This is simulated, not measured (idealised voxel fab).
process module | voxel capacitor over wiring
cross-section cut | 295 nm wide | cells 5 nm
A cross-section is a grid of square cells, given in bands from the top down. A band is one or more rows of cells.
Each band's line starts with the height of the band's top and of its bottom, in nm. Then come its materials from left to right, each with its width in nm. One material with "throughout" fills the band from edge to edge. "air" is empty space.
Height 0 is the level under which the wafer as received is all one material. The lowest band goes on downwards, as in "0 down".
A width such as "30 to 40" changes by the same amount from each row of cells to the next, from the band's top row to its bottom row.
"no change" after a step means that no cell of the cross-section changed.
closed voids: empty space of 8 cells or more with no open way to the top, each as width x height at its distance from the left edge, in nm
after a step's settings: what the simulator itself notes on the step
overlay nm, on a step with a mask: how far to the right of its planned place the mask lay; to the left if negative
plan
1 op RECEIVE | material Si
2 op CONFORMAL_DEP | material SiO2 | thk nm 10
3 op DIRECTIONAL_DEP | material TiN | thk nm 5
4 op DIRECTIONAL_DEP | material W | thk nm 25
5 op MASKED_ETCH | tone cover | mask id METAL_1 | width nm 20 | pitch nm 80 | etch materials W | depth nm 25 | overlay nm 0
6 op MASKED_ETCH | tone cover | mask id METAL_1 | width nm 20 | pitch nm 80 | etch materials TiN | depth nm 5 | overlay nm 0
7 op FILL_DEP | material SiO2 | thk nm 5
8 op CMP | height nm 40
9 op CONFORMAL_DEP | material SiCN | thk nm 5
10 op DIRECTIONAL_DEP | material SiO2 | thk nm 15
11 op DIRECTIONAL_DEP | material aC | thk nm 10
12 op PATTERN | tone open | mask id PLUG_1 | material resist | width nm 15 | thk nm 25 | overlay nm 0
13 op DIRECTIONAL_ETCH | etch materials aC | depth nm 10
14 op STRIP | etch materials resist
15 op DIRECTIONAL_ETCH | etch materials SiO2 | depth nm 15
16 op DIRECTIONAL_ETCH | etch materials SiCN | depth nm 5
17 op STRIP | etch materials aC
18 op EPI | material Ru | thk nm 10
19 op EPI | material Ru | thk nm 10
20 op DIRECTIONAL_DEP | material TiN | thk nm 5
21 op DIRECTIONAL_DEP | material Al2O3 | thk nm 5
22 op DIRECTIONAL_DEP | material TiN | thk nm 10
23 op MASKED_ETCH | tone cover | mask id UPPER_PLATE | width nm 65 | etch materials TiN | depth nm 10 | overlay nm 0
24 op MASKED_ETCH | tone cover | mask id UPPER_PLATE | width nm 65 | etch materials Al2O3 | depth nm 5 | overlay nm 0
25 op PATTERN | tone cover | mask id LOWER_PLATE | material resist | width nm 75 | thk nm 15 | overlay nm 0
26 op DIRECTIONAL_ETCH | etch materials TiN | depth nm 5
27 op STRIP | etch materials resist
28 op FILL_DEP | material SiO2 | thk nm 20
29 op CMP | height nm 95
30 op DIRECTIONAL_DEP | material aC | thk nm 15
31 op PATTERN | tone open | mask id PLUG_2 | material resist | width nm 15 | thk nm 30 | overlay nm 0
32 op DIRECTIONAL_ETCH | etch materials aC | depth nm 15
33 op STRIP | etch materials resist
34 op DIRECTIONAL_ETCH | etch materials SiO2 | depth nm 15
35 op STRIP | etch materials aC
36 op CONFORMAL_DEP | material TiN | thk nm 5
37 op FILL_DEP | material Ru | thk nm 5
38 op CMP | height nm 95
39 op CONFORMAL_DEP | material SiCN | thk nm 5
as received, after step 1
  0 down: Si throughout
  closed voids: none
first wafer at the end, as planned
  100 to 95: SiCN throughout
  95 to 85: SiO2 110 | TiN 5 | Ru 5 | TiN 5 | SiO2 170
  85 to 80: SiO2 110 | TiN 15 | SiO2 170
  80 to 70: SiO2 100 | TiN 65 | SiO2 130
  70 to 65: SiO2 100 | Al2O3 65 | SiO2 130
  65 to 60: SiO2 95 | TiN 75 | SiO2 125
  60 to 45: SiO2 100 | Ru 15 | SiO2 180
  45 to 40: SiCN 100 | Ru 15 | SiCN 180
  40 to 15: SiO2 95 | W 20 | SiO2 60 | W 20 | SiO2 100
  15 to 10: SiO2 95 | TiN 20 | SiO2 60 | TiN 20 | SiO2 100
  10 to 0: SiO2 throughout
  0 down: Si throughout
  closed voids: none
second wafer at the end: like start, like plan, one mistake
  100 to 95: SiCN throughout
  95 to 85: SiO2 110 | TiN 5 | Ru 5 | TiN 5 | SiO2 170
  85 to 80: SiO2 110 | TiN 15 | SiO2 170
  80 to 70: SiO2 100 | TiN 65 | SiO2 130
  70 to 65: SiO2 100 | Al2O3 65 | SiO2 130
  65 to 60: SiO2 95 | TiN 75 | SiO2 125
  60 to 45: SiO2 100 | Ru 15 | SiO2 180
  45 to 40: SiCN 100 | Ru 15 | SiCN 180
  40 to 15: SiO2 95 | W 20 | SiO2 60 | W 20 | SiO2 100
  15 to 10: SiO2 90 | TiN 25 | SiO2 55 | TiN 25 | SiO2 100
  10 to 0: SiO2 throughout
  0 down: Si throughout
  closed voids: none
what went wrong: step 6 ran as: op MASKED_ETCH | tone cover | mask id METAL_1 | width nm 20 | pitch nm 80 | etch materials TiN | depth nm 5 | overlay nm -5
at the end the second wafer has, in cells: 2 fewer of SiO2 | 2 more of TiN
